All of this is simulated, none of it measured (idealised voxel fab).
Name of the process module below: voxel transistor to metal
Shown is cross-section cut, with a width of 185 nm and square cells of size 5 nm.
When this document writes out a cross-section, it uses a grid of square cells and lists it as bands, beginning at the top and moving down, with a band standing for one or more rows of cells. Band: top height; bottom height; in nm. Then, left to right: material with width in nm, for each material. "all across": a single material spanning edge to edge. "air": empty space. Heights are expressed relative to 0, this being the level below which the as-received wafer comprises one material exclusively. The lowest band is unbounded in the downward direction and is denoted as in "0..down". So if you see something like "30..40" for the width, read it as the top row of the band sitting at the first number and the bottom row at the second, with every row in between moving by the same amount as the last. Take "remained unchanged" at face value: in the step it is given for, the cross-section changed in none of its cells. Voids not open to the top, 8 cells minimum: see "Enclosed empty spaces". Written width x height at distance; distance is from the left edge; nm. That trailing text on a step's line, after the settings, is the simulator's own remark on the step. On any step carrying a mask, the "overlay nm" setting, if present on the step's line, tells how far right of its planned place the mask lay; negative values point to the left.
# Process steps foreseen in the plan
1. RECEIVE,material Si
2. CONFORMAL_DEP,material SiO2,thk nm 5
3. CONFORMAL_DEP,material SiN,thk nm 10
4. MASKED_ETCH,tone cover,mask id ACTIVE,width nm 105,etch materials SiN,depth nm 10,overlay nm 0
5. MASKED_ETCH,tone cover,mask id ACTIVE,width nm 105,etch materials SiO2,depth nm 5,overlay nm 0
6. MASKED_ETCH,tone cover,mask id ACTIVE,width nm 105,etch materials Si,depth nm 20,overlay nm 0
7. OXIDIZE,depth nm 5
8. FILL_DEP,material SiO2,thk nm 5
9. CMP,height nm 15
10. SELECTIVE_ETCH,etch materials SiO2,depth nm 10
11. STRIP,etch materials SiN
12. SELECTIVE_ETCH,etch materials SiO2,depth nm 5
13. OXIDIZE,depth nm 5
14. DIRECTIONAL_DEP,material polySi,thk nm 25
15. DIRECTIONAL_DEP,material SiCN,thk nm 15
16. DIRECTIONAL_DEP,material aC,thk nm 10
17. PATTERN,tone cover,mask id GATE,material resist,width nm 15,thk nm 30,overlay nm 0
18. DIRECTIONAL_ETCH,etch materials aC,depth nm 10
19. STRIP,etch materials resist
20. DIRECTIONAL_ETCH,etch materials SiCN,depth nm 25
21. DIRECTIONAL_ETCH,etch materials polySi,depth nm 35
22. STRIP,etch materials aC
23. CONFORMAL_DEP,material SiO2,thk nm 5
24. DIRECTIONAL_ETCH,etch materials SiO2,depth nm 5
25. CONFORMAL_DEP,material SiN,thk nm 5
26. DIRECTIONAL_ETCH,etch materials SiN,depth nm 5
27. DIRECTIONAL_ETCH,etch materials SiO2,depth nm 5
28. DIRECTIONAL_ETCH,etch materials Si,depth nm 5
29. EPI,material pSi,thk nm 10
30. FILL_DEP,material SiO2,thk nm 10
31. CMP,height nm 40
32. DIRECTIONAL_DEP,material SiO2,thk nm 10
33. PATTERN,tone open,mask id CONTACT,material resist,width nm 20,pitch nm 75,thk nm 15,overlay nm 0
34. DIRECTIONAL_ETCH,etch materials SiO2,depth nm 50
35. STRIP,etch materials resist
36. CONFORMAL_DEP,material TiN,thk nm 5
37. FILL_DEP,material W,thk nm 10
38. CMP,height nm 50
39. DIRECTIONAL_DEP,material TiN,thk nm 5
40. DIRECTIONAL_DEP,material Ru,thk nm 25
41. DIRECTIONAL_DEP,material aC,thk nm 10
42. PATTERN,tone cover,mask id METAL_1,material resist,width nm 20,pitch nm 75,thk nm 30,overlay nm 0
43. DIRECTIONAL_ETCH,etch materials aC,depth nm 10
44. STRIP,etch materials resist
45. DIRECTIONAL_ETCH,etch materials Ru,depth nm 25
46. DIRECTIONAL_ETCH,etch materials TiN,depth nm 5
47. STRIP,etch materials aC
48. CONFORMAL_DEP,material SiN,thk nm 5
49. FILL_DEP,material lowk,thk nm 5
50. CMP,height nm 80
51. CONFORMAL_DEP,material SiCN,thk nm 5
# So, the first of our two wafers, run just as we planned it
# Here's what the wafer looked like in cross-section when it arrived - that's after step 1
	0..down  Si all across
	Enclosed empty spaces: none
# after step 2
	5..0  SiO2 all across
	Under the height 0 nothing was changed.
# after step 3
	15..5  SiN all across
	Under the height 5 nothing was changed.
# after step 4
	15..5  air 40 / SiN 105 / air 40
	Under the height 5 nothing was changed.
# after step 5
	15..5  air 40 / SiN 105 / air 40
	5..0  air 40 / SiO2 105 / air 40
	Under the height 0 nothing was changed.
# after step 6
	15..5  air 40 / SiN 105 / air 40
	5..0  air 40 / SiO2 105 / air 40
	0..-20  air 40 / Si 105 / air 40
	Under the height -20 nothing was changed.
# after step 7
	15..5  air 40 / SiN 105 / air 40
	5..0  air 40 / SiO2 105 / air 40
	0..-20  air 40 / SiO2 5 / Si 95 / SiO2 5 / air 40
	-20..-25  SiO2 45 / Si 95 / SiO2 45
	Under the height -25 nothing was changed.
# after step 8
	20..15  SiO2 all across
	15..5  SiO2 40 / SiN 105 / SiO2 40
	5..0  SiO2 all across
	0..-25  SiO2 45 / Si 95 / SiO2 45
	Under the height -25 nothing was changed.
# after step 9
	15..5  SiO2 40 / SiN 105 / SiO2 40
	Under the height 5 nothing was changed.
# after step 10
	15..5  air 40 / SiN 105 / air 40
	Under the height 5 nothing was changed.
# after step 11
	5..0  SiO2 all across
	Under the height 0 nothing was changed.
# after step 12
	0..-25  SiO2 45 / Si 95 / SiO2 45
	Under the height -25 nothing was changed.
# after step 13
	0..-5  SiO2 all across
	Under the height -5 nothing was changed.
# after step 14
	25..0  polySi all across
	Under the height 0 nothing was changed.
# after step 15
	40..25  SiCN all across
	Under the height 25 nothing was changed.
# after step 16
	50..40  aC all across
	Under the height 40 nothing was changed.
# after step 17
	80..50  air 85 / resist 15 / air 85
	Under the height 50 nothing was changed.
# after step 18
	70..50  air 85 / resist 15 / air 85
	50..40  air 85 / aC 15 / air 85
	Under the height 40 nothing was changed.
# after step 19
	50..40  air 85 / aC 15 / air 85
	Under the height 40 nothing was changed.
# after step 20
	50..40  air 85 / aC 15 / air 85
	40..25  air 85 / SiCN 15 / air 85
	Under the height 25 nothing was changed.
# after step 21
	50..40  air 85 / aC 15 / air 85
	40..25  air 85 / SiCN 15 / air 85
	25..0  air 85 / polySi 15 / air 85
	Under the height 0 nothing was changed.
# after step 22
	40..25  air 85 / SiCN 15 / air 85
	Under the height 25 nothing was changed.
# after step 23
	45..40  air 80 / SiO2 25 / air 80
	40..25  air 80 / SiO2 5 / SiCN 15 / SiO2 5 / air 80
	25..5  air 80 / SiO2 5 / polySi 15 / SiO2 5 / air 80
	5..0  SiO2 85 / polySi 15 / SiO2 85
	Under the height 0 nothing was changed.
# after step 24
	40..25  air 80 / SiO2 5 / SiCN 15 / SiO2 5 / air 80
	25..0  air 80 / SiO2 5 / polySi 15 / SiO2 5 / air 80
	Under the height 0 nothing was changed.
# after step 25
	45..40  air 75 / SiN 35 / air 75
	40..25  air 75 / SiN 5 / SiO2 5 / SiCN 15 / SiO2 5 / SiN 5 / air 75
	25..5  air 75 / SiN 5 / SiO2 5 / polySi 15 / SiO2 5 / SiN 5 / air 75
	5..0  SiN 80 / SiO2 5 / polySi 15 / SiO2 5 / SiN 80
	Under the height 0 nothing was changed.
# after step 26
	40..25  air 75 / SiN 5 / SiO2 5 / SiCN 15 / SiO2 5 / SiN 5 / air 75
	25..0  air 75 / SiN 5 / SiO2 5 / polySi 15 / SiO2 5 / SiN 5 / air 75
	Under the height 0 nothing was changed.
# after step 27
	40..35  air 75 / SiN 5 / air 5 / SiCN 15 / air 5 / SiN 5 / air 75
	35..25  air 75 / SiN 5 / SiO2 5 / SiCN 15 / SiO2 5 / SiN 5 / air 75
	25..0  air 75 / SiN 5 / SiO2 5 / polySi 15 / SiO2 5 / SiN 5 / air 75
	0..-5  air 75 / SiO2 35 / air 75
	Under the height -5 nothing was changed.
# after step 28
	40..35  air 75 / SiN 5 / air 5 / SiCN 15 / air 5 / SiN 5 / air 75
	35..25  air 75 / SiN 5 / SiO2 5 / SiCN 15 / SiO2 5 / SiN 5 / air 75
	25..0  air 75 / SiN 5 / SiO2 5 / polySi 15 / SiO2 5 / SiN 5 / air 75
	0..-5  air 75 / SiO2 35 / air 75
	-5..-10  SiO2 45 / air 30 / Si 35 / air 30 / SiO2 45
	Under the height -10 nothing was changed.
# after step 29
	40..35  air 75 / SiN 5 / air 5 / SiCN 15 / air 5 / SiN 5 / air 75
	35..25  air 75 / SiN 5 / SiO2 5 / SiCN 15 / SiO2 5 / SiN 5 / air 75
	25..5  air 75 / SiN 5 / SiO2 5 / polySi 15 / SiO2 5 / SiN 5 / air 75
	5..0  air 65 / pSi 10 / SiN 5 / SiO2 5 / polySi 15 / SiO2 5 / SiN 5 / pSi 10 / air 65
	0..-5  air 40 / pSi 35 / SiO2 35 / pSi 35 / air 40
	-5..-10  SiO2 45 / pSi 30 / Si 35 / pSi 30 / SiO2 45
	Under the height -10 nothing was changed.
# after step 30
	50..40  SiO2 all across
	40..25  SiO2 75 / SiN 5 / SiO2 5 / SiCN 15 / SiO2 5 / SiN 5 / SiO2 75
	25..5  SiO2 75 / SiN 5 / SiO2 5 / polySi 15 / SiO2 5 / SiN 5 / SiO2 75
	5..0  SiO2 65 / pSi 10 / SiN 5 / SiO2 5 / polySi 15 / SiO2 5 / SiN 5 / pSi 10 / SiO2 65
	0..-5  SiO2 40 / pSi 35 / SiO2 35 / pSi 35 / SiO2 40
	Under the height -5 nothing was changed.
# after step 31
	40..25  SiO2 75 / SiN 5 / SiO2 5 / SiCN 15 / SiO2 5 / SiN 5 / SiO2 75
	Under the height 25 nothing was changed.
# after step 32
	50..40  SiO2 all across
	Under the height 40 nothing was changed.
# after step 33
	65..50  resist 45 / air 20 / resist 55 / air 20 / resist 45
	Under the height 50 nothing was changed.
# after step 34
	65..50  resist 45 / air 20 / resist 55 / air 20 / resist 45
	50..40  SiO2 45 / air 20 / SiO2 55 / air 20 / SiO2 45
	40..25  SiO2 45 / air 20 / SiO2 10 / SiN 5 / SiO2 5 / SiCN 15 / SiO2 5 / SiN 5 / SiO2 10 / air 20 / SiO2 45
	25..5  SiO2 45 / air 20 / SiO2 10 / SiN 5 / SiO2 5 / polySi 15 / SiO2 5 / SiN 5 / SiO2 10 / air 20 / SiO2 45
	5..0  SiO2 45 / air 20 / pSi 10 / SiN 5 / SiO2 5 / polySi 15 / SiO2 5 / SiN 5 / pSi 10 / air 20 / SiO2 45
	Under the height 0 nothing was changed.
# after step 35
	50..40  SiO2 45 / air 20 / SiO2 55 / air 20 / SiO2 45
	Under the height 40 nothing was changed.
# after step 36
	55..50  TiN 50 / air 10 / TiN 65 / air 10 / TiN 50
	50..40  SiO2 45 / TiN 5 / air 10 / TiN 5 / SiO2 55 / TiN 5 / air 10 / TiN 5 / SiO2 45
	40..25  SiO2 45 / TiN 5 / air 10 / TiN 5 / SiO2 10 / SiN 5 / SiO2 5 / SiCN 15 / SiO2 5 / SiN 5 / SiO2 10 / TiN 5 / air 10 / TiN 5 / SiO2 45
	25..5  SiO2 45 / TiN 5 / air 10 / TiN 5 / SiO2 10 / SiN 5 / SiO2 5 / polySi 15 / SiO2 5 / SiN 5 / SiO2 10 / TiN 5 / air 10 / TiN 5 / SiO2 45
	5..0  SiO2 45 / TiN 20 / pSi 10 / SiN 5 / SiO2 5 / polySi 15 / SiO2 5 / SiN 5 / pSi 10 / TiN 20 / SiO2 45
	Under the height 0 nothing was changed.
# after step 37
	65..55  W all across
	55..50  TiN 50 / W 10 / TiN 65 / W 10 / TiN 50
	50..40  SiO2 45 / TiN 5 / W 10 / TiN 5 / SiO2 55 / TiN 5 / W 10 / TiN 5 / SiO2 45
	40..25  SiO2 45 / TiN 5 / W 10 / TiN 5 / SiO2 10 / SiN 5 / SiO2 5 / SiCN 15 / SiO2 5 / SiN 5 / SiO2 10 / TiN 5 / W 10 / TiN 5 / SiO2 45
	25..5  SiO2 45 / TiN 5 / W 10 / TiN 5 / SiO2 10 / SiN 5 / SiO2 5 / polySi 15 / SiO2 5 / SiN 5 / SiO2 10 / TiN 5 / W 10 / TiN 5 / SiO2 45
	Under the height 5 nothing was changed.
# after step 38
	50..40  SiO2 45 / TiN 5 / W 10 / TiN 5 / SiO2 55 / TiN 5 / W 10 / TiN 5 / SiO2 45
	Under the height 40 nothing was changed.
# after step 39
	55..50  TiN all across
	Under the height 50 nothing was changed.
# after step 40
	80..55  Ru all across
	Under the height 55 nothing was changed.
# after step 41
	90..80  aC all across
	Under the height 80 nothing was changed.
# after step 42
	120..90  air 45 / resist 20 / air 55 / resist 20 / air 45
	Under the height 90 nothing was changed.
# after step 43
	110..90  air 45 / resist 20 / air 55 / resist 20 / air 45
	90..80  air 45 / aC 20 / air 55 / aC 20 / air 45
	Under the height 80 nothing was changed.
# after step 44
	90..80  air 45 / aC 20 / air 55 / aC 20 / air 45
	Under the height 80 nothing was changed.
# after step 45
	90..80  air 45 / aC 20 / air 55 / aC 20 / air 45
	80..55  air 45 / Ru 20 / air 55 / Ru 20 / air 45
	Under the height 55 nothing was changed.
# after step 46
	90..80  air 45 / aC 20 / air 55 / aC 20 / air 45
	80..55  air 45 / Ru 20 / air 55 / Ru 20 / air 45
	55..50  air 45 / TiN 20 / air 55 / TiN 20 / air 45
	Under the height 50 nothing was changed.
# after step 47
	80..55  air 45 / Ru 20 / air 55 / Ru 20 / air 45
	Under the height 55 nothing was changed.
# after step 48
	85..80  air 40 / SiN 30 / air 45 / SiN 30 / air 40
	80..55  air 40 / SiN 5 / Ru 20 / SiN 5 / air 45 / SiN 5 / Ru 20 / SiN 5 / air 40
	55..50  SiN 45 / TiN 20 / SiN 55 / TiN 20 / SiN 45
	Under the height 50 nothing was changed.
# after step 49
	90..85  lowk all across
	85..80  lowk 40 / SiN 30 / lowk 45 / SiN 30 / lowk 40
	80..55  lowk 40 / SiN 5 / Ru 20 / SiN 5 / lowk 45 / SiN 5 / Ru 20 / SiN 5 / lowk 40
	Under the height 55 nothing was changed.
# after step 50
	80..55  lowk 40 / SiN 5 / Ru 20 / SiN 5 / lowk 45 / SiN 5 / Ru 20 / SiN 5 / lowk 40
	Under the height 55 nothing was changed.
# after step 51
	85..80  SiCN all across
	Under the height 80 nothing was changed.
# Second wafer, same starting conditions and recipe as the first, one mistake in executing it, nothing differs from the first up to and including step 16
# Cross-section, second wafer, at the end time the plan gives for step 17
	80..50  resist 85 / air 15 / resist 85
	Under the height 50 nothing was changed.
# Cross-section, second wafer, at the end time the plan gives for step 18
	70..50  resist 85 / air 15 / resist 85
	50..40  aC 85 / air 15 / aC 85
	Under the height 40 nothing was changed.
# Cross-section, second wafer, at the end time the plan gives for step 19
	50..40  aC 85 / air 15 / aC 85
	Under the height 40 nothing was changed.
# Cross-section, second wafer, at the end time the plan gives for step 20
	50..40  aC 85 / air 15 / aC 85
	40..25  SiCN 85 / air 15 / SiCN 85
	Under the height 25 nothing was changed.
# Cross-section, second wafer, at the end time the plan gives for step 21
	50..40  aC 85 / air 15 / aC 85
	40..25  SiCN 85 / air 15 / SiCN 85
	25..0  polySi 85 / air 15 / polySi 85
	Under the height 0 nothing was changed.
# Cross-section, second wafer, at the end time the plan gives for step 22
	40..25  SiCN 85 / air 15 / SiCN 85
	Under the height 25 nothing was changed.
# Cross-section, second wafer, at the end time the plan gives for step 23
	45..40  SiO2 90 / air 5 / SiO2 90
	40..25  SiCN 85 / SiO2 5 / air 5 / SiO2 5 / SiCN 85
	25..5  polySi 85 / SiO2 5 / air 5 / SiO2 5 / polySi 85
	5..0  polySi 85 / SiO2 15 / polySi 85
	Under the height 0 nothing was changed.
# Cross-section, second wafer, at the end time the plan gives for step 24
	40..25  SiCN 85 / SiO2 5 / air 5 / SiO2 5 / SiCN 85
	25..0  polySi 85 / SiO2 5 / air 5 / SiO2 5 / polySi 85
	Under the height 0 nothing was changed.
# Cross-section, second wafer, at the end time the plan gives for step 25
	45..40  SiN all across
	40..25  SiCN 85 / SiO2 5 / SiN 5 / SiO2 5 / SiCN 85
	25..0  polySi 85 / SiO2 5 / SiN 5 / SiO2 5 / polySi 85
	Under the height 0 nothing was changed.
# Cross-section, second wafer, at the end time the plan gives for step 26
	40..25  SiCN 85 / SiO2 5 / SiN 5 / SiO2 5 / SiCN 85
	Under the height 25 nothing was changed.
# Cross-section, second wafer, at the end time the plan gives for step 27
	40..35  SiCN 85 / air 5 / SiN 5 / air 5 / SiCN 85
	Under the height 35 nothing was changed.
Cross-section, second wafer, at the end time the plan gives for step 28: remained unchanged
Cross-section, second wafer, at the end time the plan gives for step 29: remained unchanged
# Cross-section, second wafer, at the end time the plan gives for step 30
	50..40  SiO2 all across
	40..25  SiCN 85 / SiO2 5 / SiN 5 / SiO2 5 / SiCN 85
	Under the height 25 nothing was changed.
# Cross-section, second wafer, at the end time the plan gives for step 31
	40..25  SiCN 85 / SiO2 5 / SiN 5 / SiO2 5 / SiCN 85
	Under the height 25 nothing was changed.
# Cross-section, second wafer, at the end time the plan gives for step 32
	50..40  SiO2 all across
	Under the height 40 nothing was changed.
# Cross-section, second wafer, at the end time the plan gives for step 33
	65..50  resist 45 / air 20 / resist 55 / air 20 / resist 45
	Under the height 50 nothing was changed.
# Cross-section, second wafer, at the end time the plan gives for step 34
	65..50  resist 45 / air 20 / resist 55 / air 20 / resist 45
	50..40  SiO2 45 / air 20 / SiO2 55 / air 20 / SiO2 45
	Under the height 40 nothing was changed.
# Cross-section, second wafer, at the end time the plan gives for step 35
	50..40  SiO2 45 / air 20 / SiO2 55 / air 20 / SiO2 45
	Under the height 40 nothing was changed.
# Cross-section, second wafer, at the end time the plan gives for step 36
	55..50  TiN 50 / air 10 / TiN 65 / air 10 / TiN 50
	50..45  SiO2 45 / TiN 5 / air 10 / TiN 5 / SiO2 55 / TiN 5 / air 10 / TiN 5 / SiO2 45
	45..40  SiO2 45 / TiN 20 / SiO2 55 / TiN 20 / SiO2 45
	Under the height 40 nothing was changed.
# Cross-section, second wafer, at the end time the plan gives for step 37
	65..55  W all across
	55..50  TiN 50 / W 10 / TiN 65 / W 10 / TiN 50
	50..45  SiO2 45 / TiN 5 / W 10 / TiN 5 / SiO2 55 / TiN 5 / W 10 / TiN 5 / SiO2 45
	Under the height 45 nothing was changed.
# Cross-section, second wafer, at the end time the plan gives for step 38
	50..45  SiO2 45 / TiN 5 / W 10 / TiN 5 / SiO2 55 / TiN 5 / W 10 / TiN 5 / SiO2 45
	Under the height 45 nothing was changed.
# Cross-section, second wafer, at the end time the plan gives for step 39
	55..50  TiN all across
	Under the height 50 nothing was changed.
# Cross-section, second wafer, at the end time the plan gives for step 40
	80..55  Ru all across
	Under the height 55 nothing was changed.
# Cross-section, second wafer, at the end time the plan gives for step 41
	90..80  aC all across
	Under the height 80 nothing was changed.
# Cross-section, second wafer, at the end time the plan gives for step 42
	120..90  air 45 / resist 20 / air 55 / resist 20 / air 45
	Under the height 90 nothing was changed.
# Cross-section, second wafer, at the end time the plan gives for step 43
	110..90  air 45 / resist 20 / air 55 / resist 20 / air 45
	90..80  air 45 / aC 20 / air 55 / aC 20 / air 45
	Under the height 80 nothing was changed.
# Cross-section, second wafer, at the end time the plan gives for step 44
	90..80  air 45 / aC 20 / air 55 / aC 20 / air 45
	Under the height 80 nothing was changed.
# Cross-section, second wafer, at the end time the plan gives for step 45
	90..80  air 45 / aC 20 / air 55 / aC 20 / air 45
	80..55  air 45 / Ru 20 / air 55 / Ru 20 / air 45
	Under the height 55 nothing was changed.
# Cross-section, second wafer, at the end time the plan gives for step 46
	90..80  air 45 / aC 20 / air 55 / aC 20 / air 45
	80..55  air 45 / Ru 20 / air 55 / Ru 20 / air 45
	55..50  air 45 / TiN 20 / air 55 / TiN 20 / air 45
	Under the height 50 nothing was changed.
# Cross-section, second wafer, at the end time the plan gives for step 47
	80..55  air 45 / Ru 20 / air 55 / Ru 20 / air 45
	Under the height 55 nothing was changed.
# Cross-section, second wafer, at the end time the plan gives for step 48
	85..80  air 40 / SiN 30 / air 45 / SiN 30 / air 40
	80..55  air 40 / SiN 5 / Ru 20 / SiN 5 / air 45 / SiN 5 / Ru 20 / SiN 5 / air 40
	55..50  SiN 45 / TiN 20 / SiN 55 / TiN 20 / SiN 45
	Under the height 50 nothing was changed.
# Cross-section, second wafer, at the end time the plan gives for step 49
	90..85  lowk all across
	85..80  lowk 40 / SiN 30 / lowk 45 / SiN 30 / lowk 40
	80..55  lowk 40 / SiN 5 / Ru 20 / SiN 5 / lowk 45 / SiN 5 / Ru 20 / SiN 5 / lowk 40
	Under the height 55 nothing was changed.
# Cross-section, second wafer, at the end time the plan gives for step 50
	80..55  lowk 40 / SiN 5 / Ru 20 / SiN 5 / lowk 45 / SiN 5 / Ru 20 / SiN 5 / lowk 40
	Under the height 55 nothing was changed.
# Cross-section, second wafer, at the end time the plan gives for step 51
	85..80  SiCN all across
	Under the height 80 nothing was changed.
Which mistake was made when the wafer was run? step 17 changed vs plan, executed as PATTERN,tone open,mask id GATE,material resist,width nm 15,thk nm 30,overlay nm 0
At the finish, the second wafer shows more or fewer cells for some materials than the first does: Si: 12 more; SiCN: 93 more; SiN: 8 fewer; SiO2: 158 fewer; TiN: 32 fewer; W: 32 fewer; pSi: 30 fewer; polySi: 155 more
